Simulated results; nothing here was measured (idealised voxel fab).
This is a process module. Its name is voxel self aligned contacts.
The cross-section shown here is cut; it is 280 nm wide and divided into square cells measuring 5 nm on a side.
A cross-section is written here as square cells arranged in a grid, and it is given in bands from the top down, each band taking up one or more rows of cells. Basically the band line says how high the top is and how high the bottom is, in nm, and then what's in it from left to right, every material with its width in nm. Empty space shows up as "empty", and if a single material carries "everywhere" it runs the full band edge to edge. Height is counted from the level 0, under which the received wafer is composed throughout of one material. The lowest of the bands is not closed at the bottom but continues downward, in the notation "from 0 down". Think of "30 to 40" as a width that walks from the first number to the second as you go down the band, top row to bottom row, taking equal-sized steps from row to row. For the purposes of this document, the phrase "no change" attached to a step denotes that no cell within the cross-section was modified by that step. "Catalogued sealed voids": empty spaces of 8 cells or more with no open way to the top, each given as width x height at distance, distance from the left edge, all in nm. Text after the settings on a step's line: the simulator's own remark on that step. When a step includes a mask, the "overlay nm" setting on its line states how far to the right of its planned place that mask lay, and negative values state how far to the left.
# Steps planned for the process
1,RECEIVE: material Si
2,CONFORMAL_DEP: material SiO2, thk nm 5
3,DIRECTIONAL_DEP: material polySi, thk nm 20
4,DIRECTIONAL_DEP: material SiN, thk nm 20
5,MASKED_ETCH: tone cover, mask id GATE, width nm 30, pitch nm 65, etch materials SiN, depth nm 20, overlay nm 0
6,MASKED_ETCH: tone cover, mask id GATE, width nm 30, pitch nm 65, etch materials polySi, depth nm 20, overlay nm 0
7,CONFORMAL_DEP: material SiN, thk nm 10
8,DIRECTIONAL_ETCH: etch materials SiN, depth nm 10
9,FILL_DEP: material SiO2, thk nm 15
10,CMP: height nm 50
11,PATTERN: tone open, mask id CONTACT, material resist, width nm 45, pitch nm 65, thk nm 15, overlay nm 0
12,DIRECTIONAL_ETCH: etch materials SiO2, depth nm 50
13,STRIP: etch materials resist
14,CONFORMAL_DEP: material TiN, thk nm 5
15,FILL_DEP: material Ru, thk nm 10
16,CMP: height nm 50
17,CONFORMAL_DEP: material SiN, thk nm 5
# Cross-sectional view of the wafer in its as-received condition, corresponding to the state after step 1
> from 0 down  Si everywhere
> Catalogued sealed voids: none
# Starting structure and process plan are as shown above, but one mistake was made in running the module; the wafer cross-section at the end of the module follows
> from 55 to 50  SiN everywhere
> from 50 to 25  SiO2 50 / SiN 50 / TiN 5 / Ru 5 / TiN 5 / SiN 50 / TiN 5 / Ru 5 / TiN 5 / SiN 50 / SiO2 50
> from 25 to 15  SiO2 50 / SiN 10 / polySi 30 / SiN 10 / TiN 5 / Ru 5 / TiN 5 / SiN 10 / polySi 30 / SiN 10 / TiN 5 / Ru 5 / TiN 5 / SiN 10 / polySi 30 / SiN 10 / SiO2 50
> from 15 to 10  SiO2 50 / SiN 10 / polySi 30 / SiN 10 / TiN 15 / SiN 10 / polySi 30 / SiN 10 / TiN 15 / SiN 10 / polySi 30 / SiN 10 / SiO2 50
> from 10 to 5  SiN 60 / polySi 30 / SiN 35 / polySi 30 / SiN 35 / polySi 30 / SiN 60
> from 5 to 0  SiO2 everywhere
> from 0 down  Si everywhere
> Catalogued sealed voids: none
What was the processing mistake? the process deviated at step 8: the operation and settings actually run there were DIRECTIONAL_ETCH: etch materials SiN, depth nm 5
